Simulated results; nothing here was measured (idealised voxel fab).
process module | voxel gate over fins
cross-section cut | 185 nm wide | cells 5 nm
A cross-section is a grid of square cells, given in bands from the top down. A band is one or more rows of cells.
Each band's line starts with the height of the band's top and of its bottom, in nm. Then come its materials from left to right, each with its width in nm. One material with "throughout" fills the band from edge to edge. "air" is empty space.
Height 0 is the level under which the wafer as received is all one material. The lowest band goes on downwards, as in "0 down".
A width such as "30 to 40" changes by the same amount from each row of cells to the next, from the band's top row to its bottom row.
"no change" after a step means that no cell of the cross-section changed.
closed voids: empty space of 8 cells or more with no open way to the top, each as width x height at its distance from the left edge, in nm
after a step's settings: what the simulator itself notes on the step
overlay nm, on a step with a mask: how far to the right of its planned place the mask lay; to the left if negative
plan
1 op RECEIVE | material Si
2 op CONFORMAL_DEP | material SiN | thk nm 5
3 op DIRECTIONAL_DEP | material aC | thk nm 15
4 op PATTERN | tone cover | mask id FINS | material resist | width nm 15 | pitch nm 35 | thk nm 30 | overlay nm -15
5 op DIRECTIONAL_ETCH | etch materials aC | depth nm 15
6 op STRIP | etch materials resist
7 op DIRECTIONAL_ETCH | etch materials SiN | depth nm 5
8 op DIRECTIONAL_ETCH | etch materials Si | depth nm 30
9 op STRIP | etch materials aC
10 op OXIDIZE | depth nm 5
11 op FILL_DEP | material SiO2 | thk nm 15
12 op CMP | height nm 5
13 op SELECTIVE_ETCH | etch materials SiO2 | depth nm 15
14 op STRIP | etch materials SiN
15 op CONFORMAL_DEP | material HfO2 | thk nm 5
16 op CONFORMAL_DEP | material TiN | thk nm 5
17 op CONFORMAL_DEP | material TiAl | thk nm 5
18 op CONFORMAL_DEP | material TiN | thk nm 5
19 op FILL_DEP | material W | thk nm 10
20 op CMP | height nm 25
21 op CONFORMAL_DEP | material SiCN | thk nm 5
varied across the wafers: overlay nm of step 4. The plan shows the first wafer's value. All wafers start alike
first wafer as received, after step 1
  0 down: Si throughout
  closed voids: none
each wafer at the end: cells of each material gained (+) or lost (-) since it was received, then its closed voids
overlay nm -15 | +53 HfO2 | -231 Si | +37 SiCN | +165 SiO2 | +53 TiAl | +94 TiN | +51 W | closed voids: none
overlay nm -10 | +53 HfO2 | -231 Si | +37 SiCN | +165 SiO2 | +53 TiAl | +94 TiN | +51 W | closed voids: none
overlay nm -5 | +53 HfO2 | -231 Si | +37 SiCN | +165 SiO2 | +53 TiAl | +94 TiN | +51 W | closed voids: none
overlay nm 0 | +53 HfO2 | -231 Si | +37 SiCN | +165 SiO2 | +53 TiAl | +94 TiN | +51 W | closed voids: none
overlay nm 5 | +53 HfO2 | -231 Si | +37 SiCN | +165 SiO2 | +53 TiAl | +94 TiN | +51 W | closed voids: none
overlay nm 10 | +53 HfO2 | -231 Si | +37 SiCN | +165 SiO2 | +53 TiAl | +94 TiN | +51 W | closed voids: none
overlay nm 15 | +53 HfO2 | -231 Si | +37 SiCN | +165 SiO2 | +53 TiAl | +94 TiN | +51 W | closed voids: none
